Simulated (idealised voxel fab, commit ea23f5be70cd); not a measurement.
Documented hereafter: the process module known as voxel ribs on slabs.
It is cross-section cut that appears here, measuring 145 nm in width, its square cells being 5 nm in size.
In what follows, cross-sections appear as grids of square cells, described through bands that run from the top down, where every band is one or more rows of cells.
Read a band's entry like this: the first values are the height of its top and the height of its bottom in nm, and what follows is the sequence of materials from left to right, each with its width in nm. Note that "air" is empty space, and that a single material marked "all across" reaches across the band from edge to edge.
All heights in this document are referenced to 0, defined as the level beneath which the wafer, as received, consists entirely of one material. The lowest band is not bounded below; it extends indefinitely downward and is written in the form "from 0 down".
Think of "30->40" as a width that walks from the first number to the second as you go down the band, top row to bottom row, taking equal-sized steps from row to row.
Reading "nothing got changed" for a step: not a cell of the cross-section changed in it.
Each empty space that has no open way to the top and spans at least 8 cells appears under "Encapsulated voids" as width x height at distance, the distance counted from the left edge, all in nm.
If you see something after the settings on a step's line, that's the simulator's own remark about that step.
You can add "overlay nm" to a step's line. For a step with a mask, it describes how far the mask lay to the right of its planned position, and a negative number describes a lay to the left.

HERE'S WHAT THE PLANNED PROCESS STEPS LOOK LIKE
1 RECEIVE, material Si
2 DIRECTIONAL_DEP, material SiO2, thk nm 25
3 DIRECTIONAL_DEP, material SiN, thk nm 20
4 DIRECTIONAL_DEP, material aC, thk nm 15
5 PATTERN, tone cover, mask id RIB, material resist, width nm 30, thk nm 35, overlay nm 0
6 DIRECTIONAL_ETCH, etch materials aC, depth nm 15
7 STRIP, etch materials resist
8 DIRECTIONAL_ETCH, etch materials SiN, depth nm 5
9 STRIP, etch materials aC
10 PATTERN, tone cover, mask id SLAB, material resist, width nm 90, thk nm 20, overlay nm 0
11 DIRECTIONAL_ETCH, etch materials SiN, depth nm 15
12 STRIP, etch materials resist
13 FILL_DEP, material SiO2, thk nm 15
14 CMP, height nm 55
15 DIRECTIONAL_DEP, material TiN, thk nm 5
16 MASKED_ETCH, tone cover, mask id HEATER, width nm 40, etch materials TiN, depth nm 5, overlay nm 0
17 CONFORMAL_DEP, material SiO2, thk nm 10

CROSS-SECTION OF THE WAFER UPON ARRIVAL, REPRESENTING THE STATE REACHED AFTER STEP 1
> from 0 down  Si all across
> Encapsulated voids: none

THE FIRST OF THE TWO WAFERS AS SEEN IN CROSS-SECTION ONCE THE MODULE WAS FINISHED; PROCESSING FOLLOWED THE PLAN
> from 70 to 65  40 nm air / 60 nm SiO2 / 45 nm air
> from 65 to 60  SiO2 all across
> from 60 to 55  50 nm SiO2 / 40 nm TiN / 55 nm SiO2
> from 55 to 45  SiO2 all across
> from 45 to 40  55 nm SiO2 / 30 nm SiN / 60 nm SiO2
> from 40 to 25  25 nm SiO2 / 90 nm SiN / 30 nm SiO2
> from 25 to 0  SiO2 all across
> from 0 down  Si all across
> Encapsulated voids: none

SECOND OF TWO WAFERS, MODULE COMPLETE, SECTIONED: IT SHARES THE FIRST WAFER'S START AND PLAN BUT WAS RUN WITH ONE MISTAKE
> from 70 to 65  40 nm air / 60 nm SiO2 / 45 nm air
> from 65 to 60  SiO2 all across
> from 60 to 55  50 nm SiO2 / 40 nm TiN / 55 nm SiO2
> from 55 to 45  SiO2 all across
> from 45 to 40  55 nm SiO2 / 30 nm SiN / 60 nm SiO2
> from 40 to 30  25 nm SiO2 / 90 nm SiN / 30 nm SiO2
> from 30 to 25  SiN all across
> from 25 to 0  SiO2 all across
> from 0 down  Si all across
> Encapsulated voids: none
Run error: heads up, step 11 didn't go per plan, it actually ran as DIRECTIONAL_ETCH, etch materials SiN, depth nm 10
Upon completion, the second wafer contains, in terms of cells, a greater or smaller amount of certain materials than the first wafer: +11 SiN; -11 SiO2
